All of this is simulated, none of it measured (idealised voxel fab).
Name of the process module below: voxel self aligned contacts
Section cut is 285 nm wide and gridded with 5 nm square cells.
Cross-sections here: square-cell grids, written as top-down lists of bands, a band being one or more rows of cells. The entry gives the band's vertical extent as a top height and a bottom height in nm, then its horizontal make-up as materials from left to right, each with a width in nm. "blank" stands for empty space; a single material marked "edge to edge" fills the band edge to edge. It should be noted that heights are counted from 0, beneath which the wafer as supplied is of one material throughout, and that the lowest band possesses no lower boundary but continues downward, as written in "0..down". The two numbers in a width such as "30->40" mark its ends across the band: the first belongs to the top row of cells, the second to the bottom row, and from each row to the next the width moves by the same amount. A step reported as "nothing got changed" is a step in which no cell of the cross-section changed. The list in "Fully sealed cavities" covers empty spaces of 8 cells or more that cannot reach the top through any open way, and it gives each as width x height at distance; the distance is from the left edge, and width, height and distance are in nm. Step line, after settings: the simulator's comment on this step. overlay nm: how far to the right of its planned place the mask lay on this masked step (negative: to the left).

The steps planned for the process are as follows:
1: RECEIVE, material Si
2: OXIDIZE, depth nm 5
3: DIRECTIONAL_DEP, material polySi, thk nm 25
4: DIRECTIONAL_DEP, material SiN, thk nm 15
5: DIRECTIONAL_DEP, material aC, thk nm 15
6: PATTERN, tone cover, mask id GATE, material resist, width nm 25, pitch nm 55, thk nm 30, overlay nm 0
7: DIRECTIONAL_ETCH, etch materials aC, depth nm 15
8: STRIP, etch materials resist
9: DIRECTIONAL_ETCH, etch materials SiN, depth nm 15
10: DIRECTIONAL_ETCH, etch materials polySi, depth nm 25
11: STRIP, etch materials aC
12: CONFORMAL_DEP, material SiN, thk nm 5
13: DIRECTIONAL_ETCH, etch materials SiN, depth nm 5
14: FILL_DEP, material SiO2, thk nm 10
15: CMP, height nm 45
16: MASKED_ETCH, tone open, mask id CONTACT, width nm 40, pitch nm 55, etch materials SiO2, depth nm 50, overlay nm 0
17: CONFORMAL_DEP, material TiN, thk nm 5
18: FILL_DEP, material W, thk nm 5
19: CMP, height nm 45
20: CONFORMAL_DEP, material SiN, thk nm 5

Cross-sectional view of the wafer in its as-received condition, corresponding to the state after step 1:
- 0..down = Si edge to edge
- Fully sealed cavities: none

Run as planned - first of the two wafers cross-sectioned at the end of the module:
- 50..45 = SiN edge to edge
- 45..40 = SiO2 (95), TiN (15), W (10), TiN (15), SiO2 (15), TiN (15), W (10), TiN (15), SiO2 (95)
- 40..25 = SiO2 (70), SiN (35), TiN (5), W (10), TiN (5), SiN (35), TiN (5), W (10), TiN (5), SiN (35), SiO2 (70)
- 25..0 = SiO2 (70), SiN (5), polySi (25), SiN (5), TiN (5), W (10), TiN (5), SiN (5), polySi (25), SiN (5), TiN (5), W (10), TiN (5), SiN (5), polySi (25), SiN (5), SiO2 (70)
- 0..-5 = SiO2 (105), TiN (20), SiO2 (35), TiN (20), SiO2 (105)
- -5..down = Si edge to edge
- Fully sealed cavities: none

Cross-sectional view: second of two wafers, end of module; start and plan identical to the first, one mistake in running:
- 50..45 = SiN edge to edge
- 45..40 = SiO2 (95), TiN (10), W (20), TiN (10), SiO2 (15), TiN (10), W (20), TiN (10), SiO2 (95)
- 40..25 = SiO2 (75), SiN (25), TiN (5), W (20), TiN (5), SiN (25), TiN (5), W (20), TiN (5), SiN (25), SiO2 (75)
- 25..0 = SiO2 (75), SiN (5), polySi (15), SiN (5), TiN (5), W (20), TiN (5), SiN (5), polySi (15), SiN (5), TiN (5), W (20), TiN (5), SiN (5), polySi (15), SiN (5), SiO2 (75)
- 0..-5 = SiO2 (100), TiN (30), SiO2 (25), TiN (30), SiO2 (100)
- -5..down = Si edge to edge
- Fully sealed cavities: none
Deviation from plan: the process deviated at step 6: the operation and settings actually run there were PATTERN, tone cover, mask id GATE, material resist, width nm 15, pitch nm 55, thk nm 30, overlay nm 0
Materials where the second wafer ends with more or fewer cells than the first: SiN: 18 fewer; SiO2: 12 more; W: 36 more; polySi: 30 fewer
